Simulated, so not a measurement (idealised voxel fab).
Process module name: voxel self aligned contacts
Square cells of 5 nm make up the cross-section cut, whose width is 260 nm.
Cross-section = grid of square cells, listed top down in bands; band = one or more rows.
What a band's entry tells you: where the top is and where the bottom is, as heights in nm, and after that what lies inside, material by material from left to right, each with its width in nm. Empty space is written as the word "blank", and a single material marked with the word "full width" occupies the band from edge to edge.
Heights are measured from 0, the level below which the as-received wafer is all one material; the lowest band has no bottom and continues downward, written as in "z 0 and below".
So if you see something like "30..40" for the width, read it as the top row of the band sitting at the first number and the bottom row at the second, with every row in between moving by the same amount as the last.
For the purposes of this document, the phrase "nothing altered" attached to a step denotes that no cell within the cross-section was modified by that step.
You'll see "Enclosed void listing" listing empty spaces that have no way open to the top, as long as they're 8 cells or more; the notation is width x height at distance, where the distance is from the left edge, and all of it is in nm.
That trailing text on a step's line, after the settings, is the simulator's own remark on the step.
Steps that use a mask can have "overlay nm" on their line. It says how far the mask sat to the right of where it was meant to be. Negative means to the left.
### Intended process steps
1. RECEIVE [material Si]
2. OXIDIZE [depth nm 5]
3. DIRECTIONAL_DEP [material polySi] [thk nm 20]
4. DIRECTIONAL_DEP [material SiN] [thk nm 20]
5. PATTERN [tone cover] [mask id GATE] [material resist] [width nm 35] [pitch nm 60] [thk nm 15] [overlay nm 0]
6. DIRECTIONAL_ETCH [etch materials SiN] [depth nm 20]
7. DIRECTIONAL_ETCH [etch materials polySi] [depth nm 20]
8. STRIP [etch materials resist]
9. CONFORMAL_DEP [material SiN] [thk nm 5]
10. DIRECTIONAL_ETCH [etch materials SiN] [depth nm 5]
11. FILL_DEP [material SiO2] [thk nm 15]
12. CMP [height nm 45]
13. PATTERN [tone open] [mask id CONTACT] [material resist] [width nm 45] [thk nm 15] [overlay nm 0]
14. DIRECTIONAL_ETCH [etch materials SiO2] [depth nm 50]
15. STRIP [etch materials resist]
16. CONFORMAL_DEP [material TiN] [thk nm 5]
17. FILL_DEP [material Ru] [thk nm 5]
18. CMP [height nm 45]
19. CONFORMAL_DEP [material SiCN] [thk nm 5]
### Received-state cross-section, reflecting completion of step 1
	z 0 and below: Si full width
	Enclosed void listing: none
### The plan above was carried out on the starting structure above with one mistake, and this cross-section shows the wafer at the end of the module
	z 50 to 45: SiCN full width
	z 45 to 40: 105 SiO2  20 TiN  5 Ru  20 TiN  110 SiO2
	z 40 to 20: 75 SiO2  45 SiN  5 TiN  5 Ru  5 TiN  45 SiN  80 SiO2
	z 20 to 15: 120 SiO2  15 TiN  125 SiO2
	z 15 to 0: polySi full width
	z 0 and below: Si full width
	Enclosed void listing: none
Which mistake was made when the wafer was run? order of steps 2 and 3 inverted relative to the plan
